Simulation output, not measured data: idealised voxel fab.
process module | voxel fin reveal
cross-section cut | 285 nm wide | cells 5 nm
A cross-section is a grid of square cells, given in bands from the top down. A band is one or more rows of cells.
Each band's line starts with the height of the band's top and of its bottom, in nm. Then come its materials from left to right, each with its width in nm. One material with "throughout" fills the band from edge to edge. "air" is empty space.
Height 0 is the level under which the wafer as received is all one material. The lowest band goes on downwards, as in "0 down".
A width such as "30 to 40" changes by the same amount from each row of cells to the next, from the band's top row to its bottom row.
"no change" after a step means that no cell of the cross-section changed.
closed voids: empty space of 8 cells or more with no open way to the top, each as width x height at its distance from the left edge, in nm
after a step's settings: what the simulator itself notes on the step
overlay nm, on a step with a mask: how far to the right of its planned place the mask lay; to the left if negative
plan
1 op RECEIVE | material Si
2 op CONFORMAL_DEP | material SiN | thk nm 10
3 op DIRECTIONAL_DEP | material aC | thk nm 15
4 op PATTERN | tone cover | mask id FINS | material resist | width nm 15 | pitch nm 40 | thk nm 30 | overlay nm 0
5 op DIRECTIONAL_ETCH | etch materials aC | depth nm 15
6 op STRIP | etch materials resist
7 op DIRECTIONAL_ETCH | etch materials SiN | depth nm 10
8 op DIRECTIONAL_ETCH | etch materials Si | depth nm 35
9 op STRIP | etch materials aC
10 op FILL_DEP | material SiO2 | thk nm 10
11 op CMP | height nm 10
12 op SELECTIVE_ETCH | etch materials SiO2 | depth nm 20
13 op STRIP | etch materials SiN
14 op CONFORMAL_DEP | material HfO2 | thk nm 5
as received, after step 1
  0 down: Si throughout
  closed voids: none
a wafer at the end: this start, this plan, one mistake
  5 to 0: air 90 | HfO2 25 | air 15 | HfO2 25 | air 15 | HfO2 25 | air 90
  0 to -5: air 90 | HfO2 5 | Si 15 | HfO2 5 | air 15 | HfO2 5 | Si 15 | HfO2 5 | air 15 | HfO2 5 | Si 15 | HfO2 5 | air 90
  -5 to -10: HfO2 80 | air 10 | HfO2 5 | Si 15 | HfO2 5 | air 15 | HfO2 5 | Si 15 | HfO2 5 | air 15 | HfO2 5 | Si 15 | HfO2 5 | air 10 | HfO2 80
  -10 to -15: SiO2 75 | HfO2 5 | air 10 | HfO2 5 | Si 15 | HfO2 5 | air 15 | HfO2 5 | Si 15 | HfO2 5 | air 15 | HfO2 5 | Si 15 | HfO2 5 | air 10 | HfO2 5 | SiO2 75
  -15 to -20: SiO2 75 | HfO2 20 | Si 15 | HfO2 25 | Si 15 | HfO2 25 | Si 15 | HfO2 20 | SiO2 75
  -20 to -35: SiO2 95 | Si 15 | SiO2 25 | Si 15 | SiO2 25 | Si 15 | SiO2 95
  -35 down: Si throughout
  closed voids: none
what went wrong: steps 12 and 13 were swapped
